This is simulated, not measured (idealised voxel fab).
This is a process module. Its name is voxel gate over fins.
Square cells of 5 nm make up the cross-section cut, whose width is 255 nm.
Think of the cross-section as a grid of square cells. We describe it in bands, top to bottom, and each band covers one or more rows of those cells. Read a band's entry like this: the first values are the height of its top and the height of its bottom in nm, and what follows is the sequence of materials from left to right, each with its width in nm. Note that "air" is empty space, and that a single material marked "edge to edge" reaches across the band from edge to edge. Convention: height 0 is the level below which the wafer, as received, is all one material. The lowest band does not terminate at the bottom but continues downward, represented as "0..down". Width: "30..40" (first number = top row, second number = bottom row, same change from row to row of cells). The designation "remained the same", where it is given for a processing step, indicates that no cell of the cross-section was altered in the course of that step. So "Closed-off voids" is basically the list of trapped voids: any empty space of 8 cells or more that can't reach the top through an opening. They're written width x height at distance, the distance being from the left edge, and it's all nm. The remark found on a step's line after its settings is issued by the simulator itself and pertains to that step. For masked steps, "overlay nm" on the step line gives how far right of plan the mask actually lay; a minus sign means it lay to the left.

SO HERE'S THE LINEUP OF PROCESS STEPS WE PLANNED
1. RECEIVE with material Si
2. CONFORMAL_DEP with material SiN, thk nm 10
3. PATTERN with tone cover, mask id FINS, material resist, width nm 15, pitch nm 35, thk nm 15, overlay nm 0
4. DIRECTIONAL_ETCH with etch materials SiN, depth nm 10
5. DIRECTIONAL_ETCH with etch materials Si, depth nm 30
6. STRIP with etch materials resist
7. FILL_DEP with material SiO2, thk nm 5
8. CMP with height nm 10
9. SELECTIVE_ETCH with etch materials SiO2, depth nm 25
10. STRIP with etch materials SiN
11. CONFORMAL_DEP with material HfO2, thk nm 5
12. CONFORMAL_DEP with material TiN, thk nm 5
13. CONFORMAL_DEP with material TiAl, thk nm 5
14. CONFORMAL_DEP with material TiN, thk nm 5
15. FILL_DEP with material W, thk nm 15
16. CMP with height nm 30
17. CONFORMAL_DEP with material SiN, thk nm 10

AS-RECEIVED WAFER CROSS-SECTION (AFTER STEP 1)
0..down  Si edge to edge
Closed-off voids: none

HERE'S THE WAFER CUT IN CROSS-SECTION AFTER THE MODULE, STARTED AND PLANNED JUST LIKE ABOVE, EXCEPT ONE THING WAS DONE WRONG IN THE RUN
40..30  SiN edge to edge
30..20  W edge to edge
20..15  TiN edge to edge
15..10  TiAl edge to edge
10..5  TiN edge to edge
5..0  70 HfO2 / 5 TiN / 30 HfO2 / 5 TiN / 30 HfO2 / 5 TiN / 30 HfO2 / 5 TiN / 75 HfO2
0..-10  65 Si / 5 HfO2 / 5 TiN / 5 HfO2 / 20 Si / 5 HfO2 / 5 TiN / 5 HfO2 / 20 Si / 5 HfO2 / 5 TiN / 5 HfO2 / 20 Si / 5 HfO2 / 5 TiN / 5 HfO2 / 70 Si
-10..-15  65 Si / 15 HfO2 / 20 Si / 15 HfO2 / 20 Si / 15 HfO2 / 20 Si / 15 HfO2 / 70 Si
-15..-30  65 Si / 15 SiO2 / 20 Si / 15 SiO2 / 20 Si / 15 SiO2 / 20 Si / 15 SiO2 / 70 Si
-30..down  Si edge to edge
Closed-off voids: none
It is concluded that the wafer was processed incorrectly with respect to the plan, in that step 3, actual vs plan mismatch, actual run PATTERN with tone open, mask id FINS, material resist, width nm 15, pitch nm 35, thk nm 15, overlay nm 0
